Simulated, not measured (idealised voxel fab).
The process module that follows is named voxel self aligned vias.
Square cells of 5 nm make up the cross-section cut, whose width is 260 nm.
For the purposes of this document, a cross-section shall be understood as a grid of square cells, specified as bands listed in top-to-bottom order, each band consisting of one or more rows of cells.
It is stipulated that each band's entry specify, in nanometres, the height of the top of the band and then that of its bottom, followed by the materials of the band in left-to-right sequence, each together with its width in nanometres. A single material marked by the word "edge to edge" is understood to fill the band from edge to edge; the word "air" is understood to denote empty space.
Ref level 0: as-received wafer is one material below here. Bottom band extends down with no lower bound ("z 0 and below").
The expression "30..40" gives the width at the extremes of the band, the first number at its top row of cells and the second at its bottom row, with the width changing by equal amounts from each row to the next in between.
A step reported as "identical to before" is a step in which no cell of the cross-section changed.
"Non-vented voids": sealed empty spaces, 8 cells or more, no open way to top, listed width x height at distance, with distance from the left edge and width, height and distance in nm.
Where a step's line continues beyond its settings, the continuation is a remark by the simulator itself on that step.
overlay nm: step with mask; distance mask lay right of planned place; negative value = left of planned place.

Planned process steps:
| 1 | RECEIVE,material Si |
| 2 | CONFORMAL_DEP,material SiO2,thk nm 10 |
| 3 | CONFORMAL_DEP,material SiCN,thk nm 5 |
| 4 | DIRECTIONAL_DEP,material lowk,thk nm 30 |
| 5 | DIRECTIONAL_DEP,material aC,thk nm 15 |
| 6 | PATTERN,tone open,mask id LINES,material resist,width nm 20,pitch nm 60,thk nm 30,overlay nm 0 |
| 7 | DIRECTIONAL_ETCH,etch materials aC,depth nm 15 |
| 8 | STRIP,etch materials resist |
| 9 | DIRECTIONAL_ETCH,etch materials lowk,depth nm 30 |
| 10 | STRIP,etch materials aC |
| 11 | CONFORMAL_DEP,material TiN,thk nm 5 |
| 12 | FILL_DEP,material Ru,thk nm 5 |
| 13 | CMP,height nm 45 |
| 14 | SELECTIVE_ETCH,etch materials W Ru TiN,depth nm 5 |
| 15 | FILL_DEP,material SiN,thk nm 5 |
| 16 | CMP,height nm 45 |
| 17 | DIRECTIONAL_DEP,material lowk,thk nm 20 |
| 18 | MASKED_ETCH,tone open,mask id VIAS,width nm 30,pitch nm 60,etch materials lowk,depth nm 20,overlay nm 0 |
| 19 | MASKED_ETCH,tone open,mask id VIAS,width nm 40,pitch nm 60,etch materials SiN,depth nm 5,overlay nm 0 |
| 20 | CONFORMAL_DEP,material TiN,thk nm 5 |
| 21 | FILL_DEP,material W,thk nm 5 |
| 22 | CMP,height nm 65 |
| 23 | CONFORMAL_DEP,material SiN,thk nm 5 |
Split variable: width nm, step 18. Plan value = first wafer. Wafers start alike.

First wafer of several, as received: cross-section after step 1:
> z 0 and below: Si edge to edge
> Non-vented voids: none

Shown in cross-section: the first of several wafers at the end of the module, after its last step, step 23:
> z 70 to 65: SiN edge to edge
> z 65 to 50: 85 lowk, 5 TiN, 20 W, 5 TiN, 30 lowk, 5 TiN, 20 W, 5 TiN, 85 lowk
> z 50 to 45: 85 lowk, 10 TiN, 10 W, 10 TiN, 30 lowk, 10 TiN, 10 W, 10 TiN, 85 lowk
> z 45 to 40: 90 lowk, 20 TiN, 40 lowk, 20 TiN, 90 lowk
> z 40 to 20: 90 lowk, 5 TiN, 10 Ru, 5 TiN, 40 lowk, 5 TiN, 10 Ru, 5 TiN, 90 lowk
> z 20 to 15: 90 lowk, 20 TiN, 40 lowk, 20 TiN, 90 lowk
> z 15 to 10: SiCN edge to edge
> z 10 to 0: SiO2 edge to edge
> z 0 and below: Si edge to edge
> Non-vented voids: none

End of module, last wafer sectioned:
> z 70 to 65: SiN edge to edge
> z 65 to 50: 80 lowk, 5 TiN, 35 W, 5 TiN, 15 lowk, 5 TiN, 35 W, 5 TiN, 75 lowk
> z 50 to 45: 80 lowk, 15 TiN, 10 W, 20 TiN, 15 lowk, 15 TiN, 10 W, 20 TiN, 75 lowk
> z 45 to 40: 90 lowk, 20 TiN, 40 lowk, 20 TiN, 90 lowk
> z 40 to 20: 90 lowk, 5 TiN, 10 Ru, 5 TiN, 40 lowk, 5 TiN, 10 Ru, 5 TiN, 90 lowk
> z 20 to 15: 90 lowk, 20 TiN, 40 lowk, 20 TiN, 90 lowk
> z 15 to 10: SiCN edge to edge
> z 10 to 0: SiO2 edge to edge
> z 0 and below: Si edge to edge
> Non-vented voids: none

Tabulated below, wafer by wafer, are the end-of-module results: for each material, the number of cells gained (+) or lost (-) relative to the as-received state, followed by the closed voids:
width nm 30 | +16 Ru | +52 SiCN | +52 SiN | +104 SiO2 | +52 TiN | +28 W | +424 lowk | Non-vented voids: none
width nm 35 | +16 Ru | +52 SiCN | +52 SiN | +104 SiO2 | +54 TiN | +34 W | +416 lowk | Non-vented voids: none
width nm 40 | +16 Ru | +52 SiCN | +52 SiN | +104 SiO2 | +56 TiN | +40 W | +408 lowk | Non-vented voids: none
width nm 45 | +16 Ru | +52 SiCN | +52 SiN | +104 SiO2 | +58 TiN | +46 W | +400 lowk | Non-vented voids: none
